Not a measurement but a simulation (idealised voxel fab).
Process module under the name voxel wiring stack
Cross-section cut: width 270 nm, square cells of 5 nm.
Format of a cross-section: grid, square cells. Given as bands. Order: top down. Band: one or more rows of cells. Band: top and bottom heights (nm) first, top before bottom; then materials from left to right, widths in nm. "everywhere" marks a sole material filling the band edge to edge. "empty" denotes empty space. Height datum 0, below which the as-received substrate wafer is one material. Lowest band open at the bottom, running downward: "0 down". You'd read "30..40" like this: the band's top row of cells is as wide as the first number, its bottom row is as wide as the second, and going down, every row changes width by the same amount as the row before did. Key: "remained the same" - step with no changed cell in the cross-section. Listed in "Entrapped void list": every empty space of 8 or more cells without an open way to the top. Form: width x height at distance, the distance being from the left edge, all in nm. On each step's line, the part that comes after the settings is the simulator's own comment on the step. overlay nm: on a step with a mask, how far right of its planned place the mask lay; negative means left.

### So here's the lineup of process steps we planned
- 1: RECEIVE,material Si
- 2: CONFORMAL_DEP,material SiO2,thk nm 10
- 3: DIRECTIONAL_DEP,material TiN,thk nm 5
- 4: DIRECTIONAL_DEP,material W,thk nm 15
- 5: MASKED_ETCH,tone cover,mask id METAL_1,width nm 25,pitch nm 40,etch materials W,depth nm 15,overlay nm 0
- 6: MASKED_ETCH,tone cover,mask id METAL_1,width nm 25,pitch nm 40,etch materials TiN,depth nm 5,overlay nm 0
- 7: FILL_DEP,material lowk,thk nm 10
- 8: CMP,height nm 30
- 9: CONFORMAL_DEP,material SiCN,thk nm 5
- 10: DIRECTIONAL_DEP,material SiO2,thk nm 10
- 11: DIRECTIONAL_DEP,material aC,thk nm 15
- 12: PATTERN,tone open,mask id PLUG_1,material resist,width nm 15,pitch nm 40,thk nm 30,overlay nm 0
- 13: DIRECTIONAL_ETCH,etch materials aC,depth nm 15
- 14: STRIP,etch materials resist
- 15: DIRECTIONAL_ETCH,etch materials SiO2,depth nm 10
- 16: DIRECTIONAL_ETCH,etch materials SiCN,depth nm 5
- 17: STRIP,etch materials aC
- 18: CONFORMAL_DEP,material TiN,thk nm 5
- 19: FILL_DEP,material W,thk nm 5
- 20: CMP,height nm 45
- 21: CONFORMAL_DEP,material SiCN,thk nm 5
- 22: DIRECTIONAL_DEP,material SiO2,thk nm 15
- 23: MASKED_ETCH,tone open,mask id METAL_2,width nm 25,pitch nm 40,etch materials SiO2,depth nm 15,overlay nm 0
- 24: MASKED_ETCH,tone open,mask id METAL_2,width nm 25,pitch nm 40,etch materials SiCN,depth nm 5,overlay nm 0
- 25: CONFORMAL_DEP,material TiN,thk nm 5
- 26: FILL_DEP,material Cu,thk nm 5
- 27: CMP,height nm 65
- 28: CONFORMAL_DEP,material SiCN,thk nm 5
- 29: DIRECTIONAL_DEP,material lowk,thk nm 35
- 30: DIRECTIONAL_DEP,material aC,thk nm 15
- 31: PATTERN,tone open,mask id METAL_3_HOLES,material resist,width nm 15,pitch nm 40,thk nm 30,overlay nm 0
- 32: DIRECTIONAL_ETCH,etch materials aC,depth nm 15
- 33: STRIP,etch materials resist
- 34: DIRECTIONAL_ETCH,etch materials lowk,depth nm 35
- 35: STRIP,etch materials aC
- 36: DIRECTIONAL_DEP,material aC,thk nm 15
- 37: PATTERN,tone open,mask id METAL_3,material resist,width nm 25,pitch nm 40,thk nm 35,overlay nm 0
- 38: DIRECTIONAL_ETCH,etch materials aC,depth nm 15
- 39: STRIP,etch materials resist
- 40: DIRECTIONAL_ETCH,etch materials lowk,depth nm 20
- 41: DIRECTIONAL_ETCH,etch materials SiCN,depth nm 5
- 42: STRIP,etch materials aC
- 43: CONFORMAL_DEP,material TiN,thk nm 5
- 44: FILL_DEP,material Ru,thk nm 5
- 45: CMP,height nm 105
- 46: CONFORMAL_DEP,material SiCN,thk nm 5
- 47: DIRECTIONAL_DEP,material SiO2,thk nm 25
- 48: PATTERN,tone open,mask id METAL_4,material resist,width nm 25,pitch nm 40,thk nm 15,overlay nm 0
- 49: DIRECTIONAL_ETCH,etch materials SiO2,depth nm 15
- 50: STRIP,etch materials resist
- 51: DIRECTIONAL_DEP,material aC,thk nm 15
- 52: PATTERN,tone open,mask id METAL_4_HOLES,material resist,width nm 15,pitch nm 80,thk nm 35,overlay nm 0
- 53: DIRECTIONAL_ETCH,etch materials aC,depth nm 15
- 54: STRIP,etch materials resist
- 55: DIRECTIONAL_ETCH,etch materials SiO2,depth nm 10
- 56: DIRECTIONAL_ETCH,etch materials SiCN,depth nm 5
- 57: STRIP,etch materials aC
- 58: CONFORMAL_DEP,material TiN,thk nm 5
- 59: FILL_DEP,material Ru,thk nm 5
- 60: CMP,height nm 135
- 61: CONFORMAL_DEP,material SiN,thk nm 5

### Cross-sectional view of the wafer in its as-received condition, corresponding to the state after step 1
	0 down: Si everywhere
	Entrapped void list: none

### Cross-sectional view of the first of the two wafers upon completion of the module, processed in accordance with the plan
	140 to 135: SiN everywhere
	135 to 125: 80 nm SiO2, then 5 nm TiN, then 15 nm Ru, then 5 nm TiN, then 15 nm SiO2, then 5 nm TiN, then 15 nm Ru, then 5 nm TiN, then 15 nm SiO2, then 5 nm TiN, then 15 nm Ru, then 5 nm TiN, then 85 nm SiO2
	125 to 120: 80 nm SiO2, then 5 nm TiN, then 5 nm Ru, then 15 nm TiN, then 15 nm SiO2, then 25 nm TiN, then 15 nm SiO2, then 5 nm TiN, then 5 nm Ru, then 15 nm TiN, then 85 nm SiO2
	120 to 110: 80 nm SiO2, then 5 nm TiN, then 5 nm Ru, then 5 nm TiN, then 65 nm SiO2, then 5 nm TiN, then 5 nm Ru, then 5 nm TiN, then 95 nm SiO2
	110 to 105: 80 nm SiCN, then 15 nm TiN, then 65 nm SiCN, then 15 nm TiN, then 95 nm SiCN
	105 to 90: 80 nm lowk, then 5 nm TiN, then 15 nm Ru, then 5 nm TiN, then 15 nm lowk, then 5 nm TiN, then 15 nm Ru, then 5 nm TiN, then 15 nm lowk, then 5 nm TiN, then 15 nm Ru, then 5 nm TiN, then 85 nm lowk
	90 to 85: 80 nm lowk, then 5 nm TiN, then 5 nm Ru, then 15 nm TiN, then 15 nm lowk, then 5 nm TiN, then 5 nm Ru, then 15 nm TiN, then 15 nm lowk, then 5 nm TiN, then 5 nm Ru, then 15 nm TiN, then 85 nm lowk
	85 to 70: 80 nm lowk, then 5 nm TiN, then 5 nm Ru, then 5 nm TiN, then 25 nm lowk, then 5 nm TiN, then 5 nm Ru, then 5 nm TiN, then 25 nm lowk, then 5 nm TiN, then 5 nm Ru, then 5 nm TiN, then 95 nm lowk
	70 to 65: 80 nm SiCN, then 15 nm TiN, then 25 nm SiCN, then 15 nm TiN, then 25 nm SiCN, then 15 nm TiN, then 95 nm SiCN
	65 to 50: 80 nm SiO2, then 5 nm TiN, then 15 nm Cu, then 5 nm TiN, then 15 nm SiO2, then 5 nm TiN, then 15 nm Cu, then 5 nm TiN, then 15 nm SiO2, then 5 nm TiN, then 15 nm Cu, then 5 nm TiN, then 85 nm SiO2
	50 to 45: 80 nm SiCN, then 25 nm TiN, then 15 nm SiCN, then 25 nm TiN, then 15 nm SiCN, then 25 nm TiN, then 85 nm SiCN
	45 to 35: 80 nm SiO2, then 5 nm TiN, then 5 nm W, then 5 nm TiN, then 25 nm SiO2, then 5 nm TiN, then 5 nm W, then 5 nm TiN, then 25 nm SiO2, then 5 nm TiN, then 5 nm W, then 5 nm TiN, then 95 nm SiO2
	35 to 30: 80 nm SiCN, then 15 nm TiN, then 25 nm SiCN, then 15 nm TiN, then 25 nm SiCN, then 15 nm TiN, then 95 nm SiCN
	30 to 15: 80 nm lowk, then 25 nm W, then 15 nm lowk, then 25 nm W, then 15 nm lowk, then 25 nm W, then 85 nm lowk
	15 to 10: 80 nm lowk, then 25 nm TiN, then 15 nm lowk, then 25 nm TiN, then 15 nm lowk, then 25 nm TiN, then 85 nm lowk
	10 to 0: SiO2 everywhere
	0 down: Si everywhere
	Entrapped void list: none

### Cross-section at end of module for the second wafer of two, which matched the first in starting point and plan and differed by one mistake in its processing
	140 to 135: SiN everywhere
	135 to 125: 80 nm SiO2, then 5 nm TiN, then 15 nm Ru, then 5 nm TiN, then 15 nm SiO2, then 5 nm TiN, then 15 nm Ru, then 5 nm TiN, then 15 nm SiO2, then 5 nm TiN, then 15 nm Ru, then 5 nm TiN, then 85 nm SiO2
	125 to 120: 80 nm SiO2, then 5 nm TiN, then 5 nm Ru, then 15 nm TiN, then 15 nm SiO2, then 25 nm TiN, then 15 nm SiO2, then 5 nm TiN, then 5 nm Ru, then 15 nm TiN, then 85 nm SiO2
	120 to 110: 80 nm SiO2, then 5 nm TiN, then 5 nm Ru, then 5 nm TiN, then 65 nm SiO2, then 5 nm TiN, then 5 nm Ru, then 5 nm TiN, then 95 nm SiO2
	110 to 105: 80 nm SiCN, then 15 nm TiN, then 65 nm SiCN, then 15 nm TiN, then 95 nm SiCN
	105 to 70: 80 nm lowk, then 5 nm TiN, then 15 nm Ru, then 5 nm TiN, then 15 nm lowk, then 5 nm TiN, then 15 nm Ru, then 5 nm TiN, then 15 nm lowk, then 5 nm TiN, then 15 nm Ru, then 5 nm TiN, then 85 nm lowk
	70 to 65: 80 nm SiCN, then 25 nm TiN, then 15 nm SiCN, then 25 nm TiN, then 15 nm SiCN, then 25 nm TiN, then 85 nm SiCN
	65 to 50: 80 nm SiO2, then 5 nm TiN, then 15 nm Cu, then 5 nm TiN, then 15 nm SiO2, then 5 nm TiN, then 15 nm Cu, then 5 nm TiN, then 15 nm SiO2, then 5 nm TiN, then 15 nm Cu, then 5 nm TiN, then 85 nm SiO2
	50 to 45: 80 nm SiCN, then 25 nm TiN, then 15 nm SiCN, then 25 nm TiN, then 15 nm SiCN, then 25 nm TiN, then 85 nm SiCN
	45 to 35: 80 nm SiO2, then 5 nm TiN, then 5 nm W, then 5 nm TiN, then 25 nm SiO2, then 5 nm TiN, then 5 nm W, then 5 nm TiN, then 25 nm SiO2, then 5 nm TiN, then 5 nm W, then 5 nm TiN, then 95 nm SiO2
	35 to 30: 80 nm SiCN, then 15 nm TiN, then 25 nm SiCN, then 15 nm TiN, then 25 nm SiCN, then 15 nm TiN, then 95 nm SiCN
	30 to 15: 80 nm lowk, then 25 nm W, then 15 nm lowk, then 25 nm W, then 15 nm lowk, then 25 nm W, then 85 nm lowk
	15 to 10: 80 nm lowk, then 25 nm TiN, then 15 nm lowk, then 25 nm TiN, then 15 nm lowk, then 25 nm TiN, then 85 nm lowk
	10 to 0: SiO2 everywhere
	0 down: Si everywhere
	Entrapped void list: none
The mistake made against the process plan was this: step 40 in the plan was executed twice
Final comparison by cell count, materials where the second wafer has more or fewer than the first: +24 Ru; -6 SiCN; -18 lowk
